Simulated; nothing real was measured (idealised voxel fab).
The name of this process module is voxel spacer lines.
The cross-section on display is named cut; it measures 235 nm wide, and its cells are 5 nm squares.
Cross-section spec: square-cell grid; bands listed top down; each band is one or more rows. Heights first: top, then bottom, in nm. Then materials, left to right, each with a width in nm. "all across" on a single material: fills the band edge to edge. "air": empty space. Heights from 0 (as-received wafer is one material below). Bottom band endless downward, as "0 nm and below". It should be noted that a width expressed as "30 to 40" varies in equal increments from row to row of cells within the band, taking the value of the first number at the top row and that of the second number at the bottom row. Reading "remained unchanged" for a step: not a cell of the cross-section changed in it. Empty spaces counting at least 8 cells and having no open way to the top are listed in "Sealed void listing". The notation width x height at distance is used for each, the distance being from the left edge and all three values in nm. If you see something after the settings on a step's line, that's the simulator's own remark about that step. A step's line can hold "overlay nm"; with a mask on that step, the setting says how far right of the planned place the mask lay, while a negative setting says it lay to the left.

PROCESS STEPS - PLAN
1: op RECEIVE | material Si
2: op CONFORMAL_DEP | material Al2O3 | thk nm 10
3: op DIRECTIONAL_DEP | material SiN | thk nm 15
4: op DIRECTIONAL_DEP | material polySi | thk nm 20
5: op PATTERN | tone cover | mask id MANDREL | material resist | width nm 20 | pitch nm 70 | thk nm 25 | overlay nm 0
6: op DIRECTIONAL_ETCH | etch materials polySi | depth nm 20
7: op STRIP | etch materials resist
8: op CONFORMAL_DEP | material SiO2 | thk nm 5
9: op DIRECTIONAL_ETCH | etch materials SiO2 | depth nm 15
10: op STRIP | etch materials polySi
11: op DIRECTIONAL_ETCH | etch materials SiN | depth nm 15
12: op STRIP | etch materials SiO2
13: op FILL_DEP | material lowk | thk nm 5
14: op CMP | height nm 25
Across this set of wafers, the varied parameter is the thk nm of step 8. Starting conditions are identical for every wafer, and the plan reports the value assigned to the first wafer.

RECEIVED CONDITION OF THE FIRST OF SEVERAL WAFERS, SECTIONED: POST-STEP 1
0 nm and below = Si all across
Sealed void listing: none

THE CROSS-SECTION OF THE FIRST OF SEVERAL WAFERS IS GIVEN BELOW FOR THE END OF THE MODULE, AFTER ITS FINAL STEP, STEP 14
25 nm to 10 nm = lowk 65 nm; SiN 5 nm; lowk 20 nm; SiN 5 nm; lowk 40 nm; SiN 5 nm; lowk 20 nm; SiN 5 nm; lowk 70 nm
10 nm to 0 nm = Al2O3 all across
0 nm and below = Si all across
Sealed void listing: none

CROSS-SECTIONAL DEPICTION OF THE LAST OF SEVERAL WAFERS UPON COMPLETION OF THE MODULE
25 nm to 10 nm = SiN all across
10 nm to 0 nm = Al2O3 all across
0 nm and below = Si all across
Sealed void listing: none

WHAT FOLLOWS IS A TABLE IN WHICH EACH WAFER OCCUPIES A ROW; FOR THE WAFER AS IT STANDS AT THE CLOSE OF THE MODULE, THE ROW STATES, MATERIAL BY MATERIAL, HOW MANY CELLS HAVE BEEN GAINED (+) OR LOST (-) SINCE RECEIPT, AND THEN GIVES ITS CLOSED VOIDS
thk nm 5 | +94 Al2O3 | +12 SiN | +129 lowk | Sealed void listing: none
thk nm 10 | +94 Al2O3 | +24 SiN | +117 lowk | Sealed void listing: none
thk nm 15 | +94 Al2O3 | +36 SiN | +105 lowk | Sealed void listing: none
thk nm 20 | +94 Al2O3 | +141 SiN | Sealed void listing: none
thk nm 25 | +94 Al2O3 | +141 SiN | Sealed void listing: none
thk nm 30 | +94 Al2O3 | +141 SiN | Sealed void listing: none
